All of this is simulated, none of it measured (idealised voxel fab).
process module | voxel transistor to metal
cross-section cut | 140 nm wide | cells 5 nm
A cross-section is a grid of square cells, given in bands from the top down. A band is one or more rows of cells.
Each band's line starts with the height of the band's top and of its bottom, in nm. Then come its materials from left to right, each with its width in nm. One material with "throughout" fills the band from edge to edge. "air" is empty space.
Height 0 is the level under which the wafer as received is all one material. The lowest band goes on downwards, as in "0 down".
A width such as "30 to 40" changes by the same amount from each row of cells to the next, from the band's top row to its bottom row.
"no change" after a step means that no cell of the cross-section changed.
closed voids: empty space of 8 cells or more with no open way to the top, each as width x height at its distance from the left edge, in nm
after a step's settings: what the simulator itself notes on the step
overlay nm, on a step with a mask: how far to the right of its planned place the mask lay; to the left if negative
plan
1 op RECEIVE | material Si
2 op CONFORMAL_DEP | material SiO2 | thk nm 5
3 op CONFORMAL_DEP | material SiN | thk nm 10
4 op MASKED_ETCH | tone cover | mask id ACTIVE | width nm 110 | etch materials SiN | depth nm 10 | overlay nm 0
5 op MASKED_ETCH | tone cover | mask id ACTIVE | width nm 110 | etch materials SiO2 | depth nm 5 | overlay nm 0
6 op MASKED_ETCH | tone cover | mask id ACTIVE | width nm 110 | etch materials Si | depth nm 25 | overlay nm 0
7 op FILL_DEP | material SiO2 | thk nm 10
8 op CMP | height nm 15
9 op SELECTIVE_ETCH | etch materials SiO2 | depth nm 5
10 op STRIP | etch materials SiN
11 op SELECTIVE_ETCH | etch materials SiO2 | depth nm 5
12 op OXIDIZE | depth nm 5
13 op DIRECTIONAL_DEP | material polySi | thk nm 20
14 op DIRECTIONAL_DEP | material SiCN | thk nm 15
15 op PATTERN | tone cover | mask id GATE | material resist | width nm 20 | thk nm 15 | overlay nm 0
16 op DIRECTIONAL_ETCH | etch materials SiCN | depth nm 25
17 op DIRECTIONAL_ETCH | etch materials polySi | depth nm 30
18 op STRIP | etch materials resist
19 op CONFORMAL_DEP | material SiN | thk nm 5
20 op DIRECTIONAL_ETCH | etch materials SiN | depth nm 5
21 op DIRECTIONAL_ETCH | etch materials SiO2 | depth nm 5
22 op DIRECTIONAL_ETCH | etch materials Si | depth nm 5
23 op EPI | material pSi | thk nm 5
24 op FILL_DEP | material SiO2 | thk nm 10
25 op CMP | height nm 35
26 op DIRECTIONAL_DEP | material SiO2 | thk nm 10
27 op DIRECTIONAL_DEP | material aC | thk nm 15
28 op PATTERN | tone open | mask id CONTACT | material resist | width nm 20 | pitch nm 60 | thk nm 35 | overlay nm 0
29 op DIRECTIONAL_ETCH | etch materials aC | depth nm 15
30 op STRIP | etch materials resist
31 op DIRECTIONAL_ETCH | etch materials SiO2 | depth nm 50
32 op STRIP | etch materials aC
33 op CONFORMAL_DEP | material TiN | thk nm 5
34 op FILL_DEP | material W | thk nm 5
35 op CMP | height nm 45
36 op DIRECTIONAL_DEP | material TiN | thk nm 5
37 op DIRECTIONAL_DEP | material W | thk nm 20
38 op MASKED_ETCH | tone cover | mask id METAL_1 | width nm 15 | pitch nm 75 | etch materials W | depth nm 20 | overlay nm 0
39 op MASKED_ETCH | tone cover | mask id METAL_1 | width nm 15 | pitch nm 75 | etch materials TiN | depth nm 5 | overlay nm 0
40 op CONFORMAL_DEP | material SiN | thk nm 5
41 op FILL_DEP | material SiO2 | thk nm 5
42 op CMP | height nm 70
43 op CONFORMAL_DEP | material SiCN | thk nm 5
varied across the wafers: width nm of step 28. The plan shows the first wafer's value. All wafers start alike
first wafer as received, after step 1
  0 down: Si throughout
  closed voids: none
each wafer at the end: cells of each material gained (+) or lost (-) since it was received, then its closed voids
width nm 20 | -68 Si | +40 SiCN | +54 SiN | +250 SiO2 | +50 TiN | +60 W | +18 pSi | +16 polySi | closed voids: none
width nm 25 | -68 Si | +40 SiCN | +54 SiN | +231 SiO2 | +52 TiN | +77 W | +18 pSi | +16 polySi | closed voids: none
width nm 30 | -68 Si | +40 SiCN | +54 SiN | +212 SiO2 | +54 TiN | +94 W | +18 pSi | +16 polySi | closed voids: none
width nm 35 | -68 Si | +40 SiCN | +54 SiN | +200 SiO2 | +56 TiN | +104 W | +18 pSi | +16 polySi | closed voids: none
width nm 40 | -68 Si | +40 SiCN | +54 SiN | +188 SiO2 | +58 TiN | +114 W | +18 pSi | +16 polySi | closed voids: none
width nm 45 | -68 Si | +40 SiCN | +54 SiN | +176 SiO2 | +60 TiN | +124 W | +18 pSi | +16 polySi | closed voids: none
